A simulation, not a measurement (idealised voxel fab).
Presented below is a process module, voxel trench capacitor.
Shown is cross-section cut, with a width of 210 nm and square cells of size 5 nm.
If you're reading a cross-section in this doc, picture square cells in a grid; it comes to you as bands, top ones listed first down to the bottom, and a band can be one or more rows of cells.
Quick guide to a band line: top height, bottom height (nm) up front; then every material left to right with its width in nm. Only one material and it's marked "throughout"? Then it fills the band edge to edge. And "blank" just means empty space.
The level at which height equals 0 is the one under which the wafer, as it arrives, is entirely one material. No lower edge exists for the bottom band, which continues downward and is notated as in "z 0 and below".
It should be noted that a width expressed as "30 to 40" varies in equal increments from row to row of cells within the band, taking the value of the first number at the top row and that of the second number at the bottom row.
The cross-section has no changed cell in any step marked "left unchanged".
Each empty space that has no open way to the top and spans at least 8 cells appears under "Fully sealed voids" as width x height at distance, the distance counted from the left edge, all in nm.
Read whatever lies past the settings on a step's line as the simulator's own remark about the step.
Regarding "overlay nm": on a step with a mask, it is the distance the mask lay to the right of its planned place; a negative value places it to the left.

So here's the lineup of process steps we planned:
1) RECEIVE,material Si
2) CONFORMAL_DEP,material SiN,thk nm 5
3) MASKED_ETCH,tone open,mask id TRENCH,width nm 30,pitch nm 60,etch materials SiN,depth nm 5,overlay nm 0
4) MASKED_ETCH,tone open,mask id TRENCH,width nm 30,pitch nm 60,etch materials Si,depth nm 30,overlay nm 0
5) CONFORMAL_DEP,material Al2O3,thk nm 5
6) CONFORMAL_DEP,material TiN,thk nm 5
7) FILL_DEP,material W,thk nm 10
8) CMP,height nm 5

As-received state of the wafer in cross-section, equivalent to post-step 1:
> z 0 and below: Si throughout
> Fully sealed voids: none

Cross-sectional image of the first of two wafers at the end of the module, the run having proceeded as planned:
> z 5 to 0: SiN 30, then Al2O3 5, then TiN 5, then W 10, then TiN 5, then Al2O3 5, then SiN 30, then Al2O3 5, then TiN 5, then W 10, then TiN 5, then Al2O3 5, then SiN 30, then Al2O3 5, then TiN 5, then W 10, then TiN 5, then Al2O3 5, then SiN 30
> z 0 to -20: Si 30, then Al2O3 5, then TiN 5, then W 10, then TiN 5, then Al2O3 5, then Si 30, then Al2O3 5, then TiN 5, then W 10, then TiN 5, then Al2O3 5, then Si 30, then Al2O3 5, then TiN 5, then W 10, then TiN 5, then Al2O3 5, then Si 30
> z -20 to -25: Si 30, then Al2O3 5, then TiN 20, then Al2O3 5, then Si 30, then Al2O3 5, then TiN 20, then Al2O3 5, then Si 30, then Al2O3 5, then TiN 20, then Al2O3 5, then Si 30
> z -25 to -30: Si 30, then Al2O3 30, then Si 30, then Al2O3 30, then Si 30, then Al2O3 30, then Si 30
> z -30 and below: Si throughout
> Fully sealed voids: none

Wafer two, sectioned after the module: the first wafer's start, the first wafer's plan, and one mistake in how it was run:
> z 5 to 0: SiN 30, then TiN 5, then Al2O3 5, then W 10, then Al2O3 5, then TiN 5, then SiN 30, then TiN 5, then Al2O3 5, then W 10, then Al2O3 5, then TiN 5, then SiN 30, then TiN 5, then Al2O3 5, then W 10, then Al2O3 5, then TiN 5, then SiN 30
> z 0 to -20: Si 30, then TiN 5, then Al2O3 5, then W 10, then Al2O3 5, then TiN 5, then Si 30, then TiN 5, then Al2O3 5, then W 10, then Al2O3 5, then TiN 5, then Si 30, then TiN 5, then Al2O3 5, then W 10, then Al2O3 5, then TiN 5, then Si 30
> z -20 to -25: Si 30, then TiN 5, then Al2O3 20, then TiN 5, then Si 30, then TiN 5, then Al2O3 20, then TiN 5, then Si 30, then TiN 5, then Al2O3 20, then TiN 5, then Si 30
> z -25 to -30: Si 30, then TiN 30, then Si 30, then TiN 30, then Si 30, then TiN 30, then Si 30
> z -30 and below: Si throughout
> Fully sealed voids: none
Deviation from plan: transposition of steps 5 and 6 relative to the planned sequence
Per the end-of-run cell counts, the second wafer holds more or fewer of some materials than the first: 12 fewer of Al2O3 | 12 more of TiN
